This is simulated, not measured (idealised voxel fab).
Documented hereafter: the process module known as voxel tone inversion.
For reference, the cross-section in this document is cut, with width 190 nm and square cells of 5 nm.
A cross-section is a grid of square cells, given in bands from the top down. A band is one or more rows of cells. Band entry format. Leading values: height of top, height of bottom, nm. Remainder: materials in left-to-right order, each with its width in nm. Special words: "edge to edge" on a single material, which then fills the band edge to edge; "blank", empty space. Height 0 is the level under which the wafer as received is all one material. The lowest band goes on downwards, as in "0..down". When a width is written as two numbers, as in "30..40", the first number is the width in the top row of cells of the band and the second is the width in its bottom row, and the width changes by the same amount from each row to the next. Where a step carries "no modification", the cross-section came out of it unchanged, cell for cell. "Closed void entries" contains a list of empty spaces, each no smaller than 8 cells and without an open way to the top, written in the form width x height at distance with the distance from the left edge and all three in nm. Note: text after step settings on the step line = simulator remark on that step. What "overlay nm" on a step's line means: if the step has a mask, that mask lay this far to the right of its planned place, or, when the value is negative, to the left.

**Steps in the process plan**
1. RECEIVE,material Si
2. CONFORMAL_DEP,material SiN,thk nm 5
3. DIRECTIONAL_DEP,material aC,thk nm 20
4. PATTERN,tone cover,mask id POSTS,material resist,width nm 25,pitch nm 50,thk nm 30,overlay nm 0
5. DIRECTIONAL_ETCH,etch materials aC,depth nm 20
6. STRIP,etch materials resist
7. FILL_DEP,material lowk,thk nm 10
8. CMP,height nm 25
9. STRIP,etch materials aC
10. CONFORMAL_DEP,material TiN,thk nm 5
11. FILL_DEP,material W,thk nm 10
12. CMP,height nm 25
13. CONFORMAL_DEP,material SiCN,thk nm 5

**As-received wafer cross-section (after step 1)**
- 0..down: Si edge to edge
- Closed void entries: none

**Cross-section, first of two wafers, end of module, run as planned**
- 30..25: SiCN edge to edge
- 25..10: lowk 55; TiN 5; W 15; TiN 5; lowk 25; TiN 5; W 15; TiN 5; lowk 60
- 10..5: lowk 55; TiN 25; lowk 25; TiN 25; lowk 60
- 5..0: SiN edge to edge
- 0..down: Si edge to edge
- Closed void entries: none

**Presented here is a cross-section of the second of the two wafers as it stood at the end of the module. It was started in the same manner and assigned the same plan as the first wafer; however, one mistake was made in its execution**
- 30..25: W edge to edge
- 25..10: lowk 55; TiN 5; W 15; TiN 5; lowk 25; TiN 5; W 15; TiN 5; lowk 60
- 10..5: lowk 55; TiN 25; lowk 25; TiN 25; lowk 60
- 5..0: SiN edge to edge
- 0..down: Si edge to edge
- Closed void entries: none
Where did the run depart from the plan? step 13 was not run as planned; what actually ran was CONFORMAL_DEP,material W,thk nm 5
Final cells, second wafer relative to first, materials higher or lower: SiCN -38; W +38
